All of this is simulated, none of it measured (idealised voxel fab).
The document below concerns the process module designated voxel released beams.
Pictured: cross-section cut, 200 nm wide, on a grid of 5 nm square cells.
For the purposes of this document, a cross-section shall be understood as a grid of square cells, specified as bands listed in top-to-bottom order, each band consisting of one or more rows of cells. Band: top height; bottom height; in nm. Then, left to right: material with width in nm, for each material. "everywhere": a single material spanning edge to edge. "blank": empty space. Note: height 0 marks the level under which the wafer is uniformly one material as received. Lowest band unbounded below, written "from 0 down". Top row gets the first number, bottom row gets the second, and each row in between changes by the same step: that is how a band width like "30 to 40" works. For the purposes of this document, the phrase "remains unaltered" attached to a step denotes that no cell within the cross-section was modified by that step. The entry titled "Sealed cavities" provides the empty spaces that have no open way to the top, restricted to those of 8 cells or more. Each is presented as width x height at distance, the distance being measured from the left edge, with all three in nm. The remark found on a step's line after its settings is issued by the simulator itself and pertains to that step. The setting "overlay nm" may be written on the line of a step. When the step uses a mask, the value reports how far to the right of the planned place the mask lay, and a negative value reports that it lay to the left.
**This section lists the process steps that were planned**
1 RECEIVE (material Si)
2 CONFORMAL_DEP (material Al2O3; thk nm 10)
3 DIRECTIONAL_DEP (material SiO2; thk nm 20)
4 PATTERN (tone open; mask id ANCHOR; material resist; width nm 25; thk nm 20; overlay nm 0)
5 DIRECTIONAL_ETCH (etch materials SiO2; depth nm 20)
6 STRIP (etch materials resist)
7 CONFORMAL_DEP (material W; thk nm 10)
8 MASKED_ETCH (tone cover; mask id BEAM; width nm 90; etch materials W; depth nm 10; overlay nm 0)
9 STRIP (etch materials SiO2)
**Delivered wafer in cross-section: state after step 1**
	from 0 down = Si everywhere
	Sealed cavities: none
**First of two wafers: cross-section at end of module, run per plan**
	from 40 to 30 = blank 50, then W 15, then blank 5, then W 70, then blank 60
	from 30 to 20 = blank 55, then W 10, then blank 5, then W 10, then blank 120
	from 20 to 10 = blank 55, then W 25, then blank 120
	from 10 to 0 = Al2O3 everywhere
	from 0 down = Si everywhere
	Sealed cavities: none
**Presented here is a cross-section of the second of the two wafers as it stood at the end of the module. It was started in the same manner and assigned the same plan as the first wafer; however, one mistake was made in its execution**
	from 30 to 20 = blank 50, then W 15, then blank 5, then W 70, then blank 60
	from 20 to 10 = blank 55, then W 10, then blank 5, then W 10, then blank 120
	from 10 to 0 = blank 55, then W 25, then blank 120
	from 0 down = Si everywhere
	Sealed cavities: none
The plan and the run diverged here: no execution of plan step 2; skipped
Materials where the second wafer ends with more or fewer cells than the first: -80 Al2O3
